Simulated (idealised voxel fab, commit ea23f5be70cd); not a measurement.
Presented below is a process module, voxel trench capacitor.
Pictured: cross-section cut, 225 nm wide, on a grid of 5 nm square cells.
Heads up, the way a cross-section reads in here is a grid of square cells, handed over as bands from the top down, with every band being one or more rows of cells.
A band entry consists of two parts. The first gives the height of the band's top and the height of its bottom, in nm. The rest lists the band's materials from left to right, each with its width in nm. A single material labelled with the word "edge to edge" fills the band from edge to edge, and the word "empty" marks empty space.
Counting heights begins at 0, where everything beneath is, in the wafer as received, one material. The lowest band has no bottom; it goes on downwards, as "z 0 and below" shows.
The expression "30->40" gives the width at the extremes of the band, the first number at its top row of cells and the second at its bottom row, with the width changing by equal amounts from each row to the next in between.
Take "nothing was modified" at face value: in the step it is given for, the cross-section changed in none of its cells.
"Trapped voids": sealed empty spaces, 8 cells or more, no open way to top, listed width x height at distance, with distance from the left edge and width, height and distance in nm.
Where a step's line continues beyond its settings, the continuation is a remark by the simulator itself on that step.
The "overlay nm" setting may appear on a step's line; for a step that uses a mask, it gives how far to the right of its planned position the mask lay, and a negative value indicates the left.
**The planned process steps are enumerated hereunder**
1,RECEIVE (material Si)
2,CONFORMAL_DEP (material SiN; thk nm 10)
3,DIRECTIONAL_DEP (material aC; thk nm 15)
4,PATTERN (tone open; mask id TRENCH; material resist; width nm 25; pitch nm 50; thk nm 30; overlay nm 0)
5,DIRECTIONAL_ETCH (etch materials aC; depth nm 15)
6,STRIP (etch materials resist)
7,DIRECTIONAL_ETCH (etch materials SiN; depth nm 10)
8,DIRECTIONAL_ETCH (etch materials Si; depth nm 25)
9,STRIP (etch materials aC)
10,CONFORMAL_DEP (material HfO2; thk nm 5)
11,CONFORMAL_DEP (material TiN; thk nm 5)
12,FILL_DEP (material W; thk nm 5)
13,CMP (height nm 10)
**Cross-section, incoming material, after step 1**
z 0 and below: Si edge to edge
Trapped voids: none
**One mistake in running the module, otherwise start and plan as above: cross-section at the end**
z 10 to 0: 25 SiN | 5 HfO2 | 5 TiN | 5 W | 5 TiN | 5 HfO2 | 25 SiN | 5 HfO2 | 5 TiN | 5 W | 5 TiN | 5 HfO2 | 25 SiN | 5 HfO2 | 5 TiN | 5 W | 5 TiN | 5 HfO2 | 25 SiN | 5 HfO2 | 5 TiN | 5 W | 5 TiN | 5 HfO2 | 25 SiN
z 0 to -40: 25 Si | 5 HfO2 | 5 TiN | 5 W | 5 TiN | 5 HfO2 | 25 Si | 5 HfO2 | 5 TiN | 5 W | 5 TiN | 5 HfO2 | 25 Si | 5 HfO2 | 5 TiN | 5 W | 5 TiN | 5 HfO2 | 25 Si | 5 HfO2 | 5 TiN | 5 W | 5 TiN | 5 HfO2 | 25 Si
z -40 to -45: 25 Si | 5 HfO2 | 15 TiN | 5 HfO2 | 25 Si | 5 HfO2 | 15 TiN | 5 HfO2 | 25 Si | 5 HfO2 | 15 TiN | 5 HfO2 | 25 Si | 5 HfO2 | 15 TiN | 5 HfO2 | 25 Si
z -45 to -50: 25 Si | 25 HfO2 | 25 Si | 25 HfO2 | 25 Si | 25 HfO2 | 25 Si | 25 HfO2 | 25 Si
z -50 and below: Si edge to edge
Trapped voids: none
Want to know what went wrong? step 8 was run twice
